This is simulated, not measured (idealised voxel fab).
The process module that follows is named voxel transistor to metal.
In the cross-section labelled cut, the width is 270 nm and each square cell is 5 nm.
A cross-section is written here as square cells arranged in a grid, and it is given in bands from the top down, each band taking up one or more rows of cells.
Basically the band line says how high the top is and how high the bottom is, in nm, and then what's in it from left to right, every material with its width in nm. Empty space shows up as "empty", and if a single material carries "everywhere" it runs the full band edge to edge.
Below 0: as-received wafer, all one material; heights counted from there. Lowest band: no bottom, goes on down, written "top 0, no bottom".
Read "30 to 40" as a graded width: first number on top, second number at the bottom, same change between each pair of neighbouring rows.
The cross-section has no changed cell in any step marked "identical to before".
Voids not open to the top, 8 cells minimum: see "Enclosed cavity list". Written width x height at distance; distance is from the left edge; nm.
Heads up: the bit after the settings on a step's line is the simulator's remark on that step.
overlay nm: right-of-plan distance of the mask on a masked step; negative values mean left-of-plan.

List of planned process steps
| 1 | RECEIVE: material Si |
| 2 | OXIDIZE: depth nm 5 |
| 3 | CONFORMAL_DEP: material SiN, thk nm 10 |
| 4 | MASKED_ETCH: tone cover, mask id ACTIVE, width nm 95, pitch nm 115, etch materials SiN, depth nm 10, overlay nm 0 |
| 5 | MASKED_ETCH: tone cover, mask id ACTIVE, width nm 95, pitch nm 115, etch materials SiO2, depth nm 5, overlay nm 0 |
| 6 | MASKED_ETCH: tone cover, mask id ACTIVE, width nm 95, pitch nm 115, etch materials Si, depth nm 25, overlay nm 0 |
| 7 | OXIDIZE: depth nm 5 |
| 8 | FILL_DEP: material SiO2, thk nm 10 |
| 9 | CMP: height nm 10 |
| 10 | SELECTIVE_ETCH: etch materials SiO2, depth nm 5 |
| 11 | STRIP: etch materials SiN |
| 12 | SELECTIVE_ETCH: etch materials SiO2, depth nm 5 |
| 13 | OXIDIZE: depth nm 5 |
| 14 | DIRECTIONAL_DEP: material polySi, thk nm 30 |
| 15 | DIRECTIONAL_DEP: material SiCN, thk nm 10 |
| 16 | MASKED_ETCH: tone cover, mask id GATE, width nm 15, pitch nm 115, etch materials SiCN, depth nm 20, overlay nm 0 |
| 17 | MASKED_ETCH: tone cover, mask id GATE, width nm 15, pitch nm 115, etch materials polySi, depth nm 40, overlay nm 0 |
| 18 | CONFORMAL_DEP: material SiO2, thk nm 5 |
| 19 | DIRECTIONAL_ETCH: etch materials SiO2, depth nm 5 |
| 20 | CONFORMAL_DEP: material SiN, thk nm 10 |
| 21 | DIRECTIONAL_ETCH: etch materials SiN, depth nm 10 |
| 22 | DIRECTIONAL_ETCH: etch materials SiO2, depth nm 5 |
| 23 | DIRECTIONAL_ETCH: etch materials Si, depth nm 15 |
| 24 | EPI: material nSi, thk nm 15 |
| 25 | FILL_DEP: material SiO2, thk nm 10 |
| 26 | CMP: height nm 35 |
| 27 | DIRECTIONAL_DEP: material SiO2, thk nm 15 |
| 28 | DIRECTIONAL_DEP: material aC, thk nm 15 |
| 29 | PATTERN: tone open, mask id CONTACT, material resist, width nm 30, thk nm 35, overlay nm 0 |
| 30 | DIRECTIONAL_ETCH: etch materials aC, depth nm 15 |
| 31 | STRIP: etch materials resist |
| 32 | DIRECTIONAL_ETCH: etch materials SiO2, depth nm 45 |
| 33 | STRIP: etch materials aC |
| 34 | CONFORMAL_DEP: material TiN, thk nm 5 |
| 35 | FILL_DEP: material W, thk nm 10 |
| 36 | CMP: height nm 50 |
| 37 | DIRECTIONAL_DEP: material TiN, thk nm 5 |
| 38 | DIRECTIONAL_DEP: material Ru, thk nm 15 |
| 39 | MASKED_ETCH: tone cover, mask id METAL_1, width nm 15, etch materials Ru, depth nm 15, overlay nm 0 |
| 40 | MASKED_ETCH: tone cover, mask id METAL_1, width nm 15, etch materials TiN, depth nm 5, overlay nm 0 |
| 41 | CONFORMAL_DEP: material SiCN, thk nm 5 |
| 42 | FILL_DEP: material SiO2, thk nm 5 |
| 43 | CMP: height nm 70 |
| 44 | CONFORMAL_DEP: material SiCN, thk nm 5 |

Cross-section: wafer on arrival = after step 1
top 0, no bottom = Si everywhere
Enclosed cavity list: none

Figure: cross-sectional view of the wafer upon completion of the module, processed from the initial state and according to the plan depicted above, with one error introduced during execution
top 75, bottom 70 = SiCN everywhere
top 70, bottom 55 = SiO2: 30, SiCN: 5, Ru: 15, SiCN: 5, SiO2: 45, SiCN: 5, Ru: 15, SiCN: 5, SiO2: 20, SiCN: 5, Ru: 15, SiCN: 5, SiO2: 45, SiCN: 5, Ru: 15, SiCN: 5, SiO2: 30
top 55, bottom 50 = SiCN: 35, TiN: 15, SiCN: 55, TiN: 15, SiCN: 30, TiN: 15, SiCN: 55, TiN: 15, SiCN: 35
top 50, bottom 40 = SiO2: 35, TiN: 5, W: 20, TiN: 5, SiO2: 25, TiN: 5, W: 20, TiN: 5, SiO2: 30, TiN: 5, W: 20, TiN: 5, SiO2: 25, TiN: 5, W: 20, TiN: 5, SiO2: 35
top 40, bottom 35 = SiO2: 35, TiN: 5, W: 10, TiN: 15, SiO2: 25, TiN: 15, W: 10, TiN: 5, SiO2: 30, TiN: 5, W: 10, TiN: 15, SiO2: 25, TiN: 15, W: 10, TiN: 5, SiO2: 35
top 35, bottom 25 = SiO2: 35, TiN: 5, W: 10, TiN: 5, SiN: 10, SiO2: 5, SiCN: 15, SiO2: 5, SiN: 10, TiN: 5, W: 10, TiN: 5, SiO2: 30, TiN: 5, W: 10, TiN: 5, SiN: 10, SiO2: 5, SiCN: 15, SiO2: 5, SiN: 10, TiN: 5, W: 10, TiN: 5, SiO2: 35
top 25, bottom 15 = SiO2: 35, TiN: 5, W: 10, TiN: 5, SiN: 10, SiO2: 5, polySi: 15, SiO2: 5, SiN: 10, TiN: 5, W: 10, TiN: 5, SiO2: 30, TiN: 5, W: 10, TiN: 5, SiN: 10, SiO2: 5, polySi: 15, SiO2: 5, SiN: 10, TiN: 5, W: 10, TiN: 5, SiO2: 35
top 15, bottom 10 = SiO2: 35, TiN: 20, SiN: 10, SiO2: 5, polySi: 15, SiO2: 5, SiN: 10, TiN: 20, SiO2: 30, TiN: 20, SiN: 10, SiO2: 5, polySi: 15, SiO2: 5, SiN: 10, TiN: 20, SiO2: 35
top 10, bottom 5 = SiCN: 30, SiO2: 5, SiN: 10, TiN: 10, SiN: 10, SiO2: 5, polySi: 15, SiO2: 5, SiN: 10, TiN: 10, SiN: 10, SiO2: 5, SiCN: 20, SiO2: 5, SiN: 10, TiN: 10, SiN: 10, SiO2: 5, polySi: 15, SiO2: 5, SiN: 10, TiN: 10, SiN: 10, SiO2: 5, SiCN: 30
top 5, bottom -5 = SiCN: 30, SiO2: 5, SiN: 10, nSi: 10, SiN: 10, SiO2: 5, polySi: 15, SiO2: 5, SiN: 10, nSi: 10, SiN: 10, SiO2: 5, SiCN: 20, SiO2: 5, SiN: 10, nSi: 10, SiN: 10, SiO2: 5, polySi: 15, SiO2: 5, SiN: 10, nSi: 10, SiN: 10, SiO2: 5, SiCN: 30
top -5, bottom -10 = SiCN: 30, SiO2: 15, nSi: 10, SiO2: 45, nSi: 10, SiO2: 15, SiCN: 20, SiO2: 15, nSi: 10, SiO2: 45, nSi: 10, SiO2: 15, SiCN: 30
top -10, bottom -25 = SiCN: 30, SiO2: 5, Si: 10, nSi: 10, Si: 45, nSi: 10, Si: 10, SiO2: 5, SiCN: 20, SiO2: 5, Si: 10, nSi: 10, Si: 45, nSi: 10, Si: 10, SiO2: 5, SiCN: 30
top -25, bottom -30 = SiCN: 30, SiO2: 5, Si: 85, SiO2: 5, SiCN: 20, SiO2: 5, Si: 85, SiO2: 5, SiCN: 30
top -30, bottom -35 = SiO2: 35, Si: 85, SiO2: 30, Si: 85, SiO2: 35
top -35, no bottom = Si everywhere
Enclosed cavity list: none
What was done differently from what was planned? in deviation from the planned setting, step 8 was conducted as FILL_DEP: material SiCN, thk nm 10
